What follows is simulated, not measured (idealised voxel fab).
Module name: voxel released beams (process module)
Square cell edge 5 nm, section width 280 nm, ID cut.
When this document writes out a cross-section, it uses a grid of square cells and lists it as bands, beginning at the top and moving down, with a band standing for one or more rows of cells.
Per band: top height and bottom height in nm, followed by the left-to-right materials and their widths in nm; "full width" marks a single material spanning edge to edge, "blank" marks empty space.
The level at which height equals 0 is the one under which the wafer, as it arrives, is entirely one material. No lower edge exists for the bottom band, which continues downward and is notated as in "from 0 down".
A width given as "30->40" starts at the first number in the band's top row and ends at the second number in its bottom row, shifting by an equal amount at every step from row to row.
When a step is marked "changes: none", none of the cells in the cross-section changed during that step.
This entry, "Listed closed voids", enumerates those empty regions of no fewer than 8 cells that possess no open connection to the top. Each region is reported in the form width x height at distance, the distance being taken from the left edge, with all three quantities expressed in nm.
Past the settings on a step's line: simulator remark, on that step.
overlay nm: for a step with a mask, the amount by which the mask lay right of where it was planned; a negative amount means left of it.
### The process steps that were planned are listed below
- 1: op RECEIVE | material Si
- 2: op CONFORMAL_DEP | material Al2O3 | thk nm 10
- 3: op DIRECTIONAL_DEP | material SiO2 | thk nm 15
- 4: op MASKED_ETCH | tone open | mask id ANCHOR | width nm 25 | etch materials SiO2 | depth nm 15 | overlay nm 0
- 5: op CONFORMAL_DEP | material W | thk nm 10
- 6: op DIRECTIONAL_DEP | material aC | thk nm 15
- 7: op PATTERN | tone cover | mask id BEAM | material resist | width nm 105 | thk nm 35 | overlay nm 0
- 8: op DIRECTIONAL_ETCH | etch materials aC | depth nm 15
- 9: op STRIP | etch materials resist
- 10: op DIRECTIONAL_ETCH | etch materials W | depth nm 10
- 11: op STRIP | etch materials aC
- 12: op STRIP | etch materials SiO2
### As-received wafer cross-section (after step 1)
  from 0 down: Si full width
  Listed closed voids: none
### Cross-section taken at module completion on the first of two wafers; processed per the plan
  from 35 to 25: 85 nm blank, then 15 nm W, then 5 nm blank, then 85 nm W, then 90 nm blank
  from 25 to 20: 90 nm blank, then 10 nm W, then 5 nm blank, then 10 nm W, then 165 nm blank
  from 20 to 10: 90 nm blank, then 25 nm W, then 165 nm blank
  from 10 to 0: Al2O3 full width
  from 0 down: Si full width
  Listed closed voids: none
### Second wafer through the module, sectioned at the end: same beginning and same plan as the first wafer, with one mistake in carrying it out
  from 35 to 25: 85 nm blank, then 40 nm W, then 155 nm blank
  from 25 to 20: 80 nm blank, then 10 nm W, then 25 nm SiO2, then 10 nm W, then 155 nm blank
  from 20 to 10: 80 nm blank, then 10 nm W, then 25 nm SiO2, then 75 nm W, then 90 nm blank
  from 10 to 0: Al2O3 full width
  from 0 down: Si full width
  Listed closed voids: none
Want to know what went wrong? the process deviated at step 4: the operation and settings actually run there were op MASKED_ETCH | tone cover | mask id ANCHOR | width nm 25 | etch materials SiO2 | depth nm 15 | overlay nm 0
At the finish, the second wafer shows more or fewer cells for some materials than the first does: +15 SiO2
